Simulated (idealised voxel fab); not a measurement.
Process module heading - voxel capacitor over wiring
Square cells of 5 nm make up the cross-section cut, whose width is 150 nm.
When this document writes out a cross-section, it uses a grid of square cells and lists it as bands, beginning at the top and moving down, with a band standing for one or more rows of cells.
Each band's line starts with the height of the band's top and of its bottom, in nm. Then come its materials from left to right, each with its width in nm. One material with "everywhere" fills the band from edge to edge. "air" is empty space.
The level at which height equals 0 is the one under which the wafer, as it arrives, is entirely one material. No lower edge exists for the bottom band, which continues downward and is notated as in "0 -> down".
The notation "30..40" denotes a width that varies across the rows of cells in the band, beginning at the first number in the top row, finishing at the second number in the bottom row, and changing by an identical amount from each row to the next.
Key: "nothing changed" - step with no changed cell in the cross-section.
"Tabulated closed voids": sealed empty spaces, 8 cells or more, no open way to top, listed width x height at distance, with distance from the left edge and width, height and distance in nm.
Anything after a step's settings on that line? It's the simulator's own note about the step.
"overlay nm", when on a step's line for a step with a mask, measures how far to the right of its planned place the mask lay; a negative measure means to the left.
Below is the list of planned process steps
1) op RECEIVE | material Si
2) op CONFORMAL_DEP | material SiO2 | thk nm 15
3) op CONFORMAL_DEP | material SiCN | thk nm 5
4) op DIRECTIONAL_DEP | material SiO2 | thk nm 25
5) op PATTERN | tone open | mask id METAL_1 | material resist | width nm 20 | pitch nm 90 | thk nm 15 | overlay nm 0
6) op DIRECTIONAL_ETCH | etch materials SiO2 | depth nm 25
7) op DIRECTIONAL_ETCH | etch materials SiCN | depth nm 5
8) op STRIP | etch materials resist
9) op CONFORMAL_DEP | material TiN | thk nm 5
10) op FILL_DEP | material W | thk nm 10
11) op CMP | height nm 45
12) op CONFORMAL_DEP | material SiCN | thk nm 5
13) op DIRECTIONAL_DEP | material lowk | thk nm 10
14) op MASKED_ETCH | tone open | mask id PLUG_1 | width nm 15 | etch materials lowk | depth nm 10 | overlay nm 0
15) op MASKED_ETCH | tone open | mask id PLUG_1 | width nm 15 | etch materials SiCN | depth nm 5 | overlay nm 0
16) op EPI | material Ru | thk nm 10
17) op EPI | material Ru | thk nm 5
18) op DIRECTIONAL_DEP | material TiN | thk nm 10
19) op DIRECTIONAL_DEP | material HfO2 | thk nm 5
20) op DIRECTIONAL_DEP | material TiN | thk nm 10
21) op MASKED_ETCH | tone cover | mask id UPPER_PLATE | width nm 75 | etch materials TiN | depth nm 10 | overlay nm 0
22) op MASKED_ETCH | tone cover | mask id UPPER_PLATE | width nm 75 | etch materials HfO2 | depth nm 5 | overlay nm 0
23) op DIRECTIONAL_DEP | material aC | thk nm 15
24) op PATTERN | tone cover | mask id LOWER_PLATE | material resist | width nm 85 | thk nm 35 | overlay nm 0
25) op DIRECTIONAL_ETCH | etch materials aC | depth nm 15
26) op STRIP | etch materials resist
27) op DIRECTIONAL_ETCH | etch materials TiN | depth nm 10
28) op STRIP | etch materials aC
29) op FILL_DEP | material SiO2 | thk nm 20
30) op CMP | height nm 100
31) op MASKED_ETCH | tone open | mask id PLUG_2 | width nm 15 | etch materials SiO2 | depth nm 15 | overlay nm 0
32) op CONFORMAL_DEP | material TiN | thk nm 5
33) op FILL_DEP | material Cu | thk nm 5
34) op CMP | height nm 100
35) op CONFORMAL_DEP | material SiCN | thk nm 5
Cross-section of the incoming wafer, state after step 1
  0 -> down: Si everywhere
  Tabulated closed voids: none
Cross-sectional view of the first of the two wafers upon completion of the module, processed in accordance with the plan
  105 -> 100: SiCN everywhere
  100 -> 90: 35 nm SiO2 | 5 nm TiN | 5 nm Cu | 5 nm TiN | 100 nm SiO2
  90 -> 85: 35 nm SiO2 | 15 nm TiN | 100 nm SiO2
  85 -> 75: 25 nm SiO2 | 75 nm TiN | 50 nm SiO2
  75 -> 70: 25 nm SiO2 | 75 nm HfO2 | 50 nm SiO2
  70 -> 60: 20 nm SiO2 | 85 nm TiN | 45 nm SiO2
  60 -> 50: 25 nm lowk | 15 nm Ru | 110 nm lowk
  50 -> 45: 25 nm SiCN | 15 nm Ru | 110 nm SiCN
  45 -> 20: 20 nm SiO2 | 5 nm TiN | 10 nm W | 5 nm TiN | 70 nm SiO2 | 5 nm TiN | 10 nm W | 5 nm TiN | 20 nm SiO2
  20 -> 15: 20 nm SiCN | 20 nm TiN | 70 nm SiCN | 20 nm TiN | 20 nm SiCN
  15 -> 0: SiO2 everywhere
  0 -> down: Si everywhere
  Tabulated closed voids: none
End of module, second wafer, cross-section. Started like the first, planned like the first, run with one mistake
  105 -> 100: SiCN everywhere
  100 -> 90: 35 nm SiO2 | 5 nm TiN | 5 nm Cu | 5 nm TiN | 100 nm SiO2
  90 -> 85: 35 nm SiO2 | 15 nm TiN | 100 nm SiO2
  85 -> 80: SiO2 everywhere
  80 -> 70: 25 nm SiO2 | 75 nm TiN | 50 nm SiO2
  70 -> 60: 20 nm SiO2 | 85 nm TiN | 45 nm SiO2
  60 -> 50: 25 nm lowk | 15 nm Ru | 110 nm lowk
  50 -> 45: 25 nm SiCN | 15 nm Ru | 110 nm SiCN
  45 -> 20: 20 nm SiO2 | 5 nm TiN | 10 nm W | 5 nm TiN | 70 nm SiO2 | 5 nm TiN | 10 nm W | 5 nm TiN | 20 nm SiO2
  20 -> 15: 20 nm SiCN | 20 nm TiN | 70 nm SiCN | 20 nm TiN | 20 nm SiCN
  15 -> 0: SiO2 everywhere
  0 -> down: Si everywhere
  Tabulated closed voids: none
It is concluded that the wafer was processed incorrectly with respect to the plan, in that it should be noted that step 19 of the plan was omitted and was not performed
Upon completion, the second wafer contains, in terms of cells, a greater or smaller amount of certain materials than the first wafer: HfO2 -15, SiO2 +15
